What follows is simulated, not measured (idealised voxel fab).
Module name: voxel double patterning (process module)
The cross-section on display is named cut; it measures 200 nm wide, and its cells are 5 nm squares.
The cross-sections in this document take the form of a grid made of square cells. They are written out as bands, in order from top to bottom. Each band consists of one or more rows of cells.
A band entry consists of two parts. The first gives the height of the band's top and the height of its bottom, in nm. The rest lists the band's materials from left to right, each with its width in nm. A single material labelled with the word "full width" fills the band from edge to edge, and the word "air" marks empty space.
Heights are expressed relative to 0, this being the level below which the as-received wafer comprises one material exclusively. The lowest band is unbounded in the downward direction and is denoted as in "0 -> down".
The width entry "30..40" should be interpreted row by row: the top row of cells in the band takes the first number, the bottom row takes the second number, and the change between adjacent rows is uniform throughout.
For the purposes of this document, the phrase "no change occurred" attached to a step denotes that no cell within the cross-section was modified by that step.
"Voids, fully enclosed" lists enclosed empty spaces (at least 8 cells, no open path upward to the top), each as width x height at distance from the left edge, in nm.
On each step's line, the part that comes after the settings is the simulator's own comment on the step.
overlay nm: right-of-plan distance of the mask on a masked step; negative values mean left-of-plan.

STEPS PLANNED FOR THE PROCESS
1) RECEIVE, material Si
2) CONFORMAL_DEP, material SiO2, thk nm 5
3) DIRECTIONAL_DEP, material W, thk nm 10
4) DIRECTIONAL_DEP, material SiCN, thk nm 10
5) DIRECTIONAL_DEP, material aC, thk nm 15
6) PATTERN, tone open, mask id FIRST, material resist, width nm 15, pitch nm 50, thk nm 30, overlay nm 0
7) DIRECTIONAL_ETCH, etch materials aC, depth nm 15
8) STRIP, etch materials resist
9) DIRECTIONAL_ETCH, etch materials SiCN, depth nm 10
10) STRIP, etch materials aC
11) PATTERN, tone open, mask id SECOND, material resist, width nm 15, thk nm 15, overlay nm 0
12) DIRECTIONAL_ETCH, etch materials SiCN, depth nm 10
13) STRIP, etch materials resist
14) DIRECTIONAL_ETCH, etch materials W, depth nm 10
15) STRIP, etch materials SiCN

CROSS-SECTION OF THE WAFER AS IT CAME TO US, I.E., ALREADY THROUGH STEP 1
- 0 -> down | Si full width
- Voids, fully enclosed: none

POST-MODULE CROSS-SECTION: IDENTICAL START AND PLAN TO THOSE ABOVE, ONE MISSTEP IN EXECUTION
- 15 -> 10 | SiO2 full width
- 10 -> 0 | W full width
- 0 -> down | Si full width
- Voids, fully enclosed: none
Deviation from plan: deviation from plan: step 3 and step 2 executed in one another's positions
